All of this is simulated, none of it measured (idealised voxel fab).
A process module follows: voxel transistor to metal.
175 nm wide, 5 nm square cells: that's cross-section cut.
Cross-section spec: square-cell grid; bands listed top down; each band is one or more rows. Within each band entry, the heights of the top and of the bottom of the band appear first, in that order and in nm; the materials of the band then follow from left to right, each with its corresponding width in nm. The designation "all across" on a single material indicates that it fills the band from edge to edge; the designation "air" indicates empty space. Ref level 0: as-received wafer is one material below here. Bottom band extends down with no lower bound ("0 and below"). Quick explanation for "30..40": the width changes in equal steps down the rows of cells, from the first number in the band's top row to the second number in its bottom row. When a step is marked "remained the same", none of the cells in the cross-section changed during that step. This entry, "Fully sealed cavities", enumerates those empty regions of no fewer than 8 cells that possess no open connection to the top. Each region is reported in the form width x height at distance, the distance being taken from the left edge, with all three quantities expressed in nm. The remark found on a step's line after its settings is issued by the simulator itself and pertains to that step. The setting "overlay nm" may be written on the line of a step. When the step uses a mask, the value reports how far to the right of the planned place the mask lay, and a negative value reports that it lay to the left.
PLAN
1,RECEIVE,material Si
2,OXIDIZE,depth nm 5
3,CONFORMAL_DEP,material SiN,thk nm 10
4,PATTERN,tone cover,mask id ACTIVE,material resist,width nm 105,thk nm 20,overlay nm 0
5,DIRECTIONAL_ETCH,etch materials SiN,depth nm 10
6,DIRECTIONAL_ETCH,etch materials SiO2,depth nm 5
7,DIRECTIONAL_ETCH,etch materials Si,depth nm 25
8,STRIP,etch materials resist
9,OXIDIZE,depth nm 5
10,FILL_DEP,material SiO2,thk nm 15
11,CMP,height nm 10
12,SELECTIVE_ETCH,etch materials SiO2,depth nm 5
13,STRIP,etch materials SiN
14,SELECTIVE_ETCH,etch materials SiO2,depth nm 5
15,OXIDIZE,depth nm 5
16,DIRECTIONAL_DEP,material polySi,thk nm 20
17,DIRECTIONAL_DEP,material SiCN,thk nm 10
18,MASKED_ETCH,tone cover,mask id GATE,width nm 25,etch materials SiCN,depth nm 20,overlay nm 0
19,MASKED_ETCH,tone cover,mask id GATE,width nm 25,etch materials polySi,depth nm 30,overlay nm 0
20,CONFORMAL_DEP,material SiO2,thk nm 5
21,DIRECTIONAL_ETCH,etch materials SiO2,depth nm 5
22,CONFORMAL_DEP,material SiN,thk nm 10
23,DIRECTIONAL_ETCH,etch materials SiN,depth nm 10
24,DIRECTIONAL_ETCH,etch materials SiO2,depth nm 5
25,DIRECTIONAL_ETCH,etch materials Si,depth nm 15
26,EPI,material nSi,thk nm 15
27,FILL_DEP,material SiO2,thk nm 5
28,CMP,height nm 15
29,STRIP,etch materials polySi
30,SELECTIVE_ETCH,etch materials SiO2,depth nm 5
31,CONFORMAL_DEP,material HfO2,thk nm 5
32,CONFORMAL_DEP,material TiN,thk nm 5
33,FILL_DEP,material W,thk nm 10
34,CMP,height nm 10
35,DIRECTIONAL_DEP,material SiO2,thk nm 15
36,DIRECTIONAL_DEP,material aC,thk nm 10
37,PATTERN,tone open,mask id CONTACT,material resist,width nm 20,pitch nm 75,thk nm 30,overlay nm 0
38,DIRECTIONAL_ETCH,etch materials aC,depth nm 10
39,STRIP,etch materials resist
40,DIRECTIONAL_ETCH,etch materials SiO2,depth nm 20
41,STRIP,etch materials aC
42,CONFORMAL_DEP,material TiN,thk nm 5
43,FILL_DEP,material W,thk nm 10
44,CMP,height nm 25
45,DIRECTIONAL_DEP,material TiN,thk nm 5
46,DIRECTIONAL_DEP,material W,thk nm 15
47,PATTERN,tone cover,mask id METAL_1,material resist,width nm 15,pitch nm 75,thk nm 20,overlay nm 0
48,DIRECTIONAL_ETCH,etch materials W,depth nm 15
49,DIRECTIONAL_ETCH,etch materials TiN,depth nm 5
50,STRIP,etch materials resist
51,FILL_DEP,material SiO2,thk nm 10
52,CMP,height nm 45
53,CONFORMAL_DEP,material SiCN,thk nm 5
54,DIRECTIONAL_DEP,material SiO2,thk nm 25
55,MASKED_ETCH,tone open,mask id METAL_2,width nm 20,pitch nm 75,etch materials SiO2,depth nm 15,overlay nm 0
56,MASKED_ETCH,tone open,mask id METAL_2_HOLES,width nm 15,pitch nm 75,etch materials SiO2,depth nm 10,overlay nm 0
57,MASKED_ETCH,tone open,mask id METAL_2_HOLES,width nm 15,pitch nm 75,etch materials SiCN,depth nm 5,overlay nm 0
58,CONFORMAL_DEP,material TiN,thk nm 5
59,FILL_DEP,material Cu,thk nm 5
60,CMP,height nm 75
61,CONFORMAL_DEP,material SiN,thk nm 5
Wafer-to-wafer difference: width nm, step 47. Common start. Plan = first wafer's value.
THE FIRST OF SEVERAL WAFERS AS RECEIVED, SHOWN IN CROSS-SECTION; THIS IS ITS STATE AFTER STEP 1
* 0 and below  Si all across
* Fully sealed cavities: none
BELOW, A ROW FOR EVERY WAFER. READ IT AS THE END-OF-MODULE PICTURE: FOR EACH MATERIAL THE WAFER SHOWS ITS CELLS GAINED (+) OR LOST (-) SINCE IT WAS RECEIVED, AND THEN ITS CLOSED VOIDS
width nm 15; +14 Cu; +13 HfO2; -168 Si; +29 SiCN; +51 SiN; +484 SiO2; +63 TiN; +36 W; +38 nSi; Fully sealed cavities: none
width nm 20; +14 Cu; +13 HfO2; -168 Si; +29 SiCN; +51 SiN; +476 SiO2; +65 TiN; +42 W; +38 nSi; Fully sealed cavities: none
width nm 25; +14 Cu; +13 HfO2; -168 Si; +29 SiCN; +51 SiN; +468 SiO2; +67 TiN; +48 W; +38 nSi; Fully sealed cavities: none
width nm 30; +14 Cu; +13 HfO2; -168 Si; +29 SiCN; +51 SiN; +460 SiO2; +69 TiN; +54 W; +38 nSi; Fully sealed cavities: none
width nm 35; +14 Cu; +13 HfO2; -168 Si; +29 SiCN; +51 SiN; +452 SiO2; +71 TiN; +60 W; +38 nSi; Fully sealed cavities: none
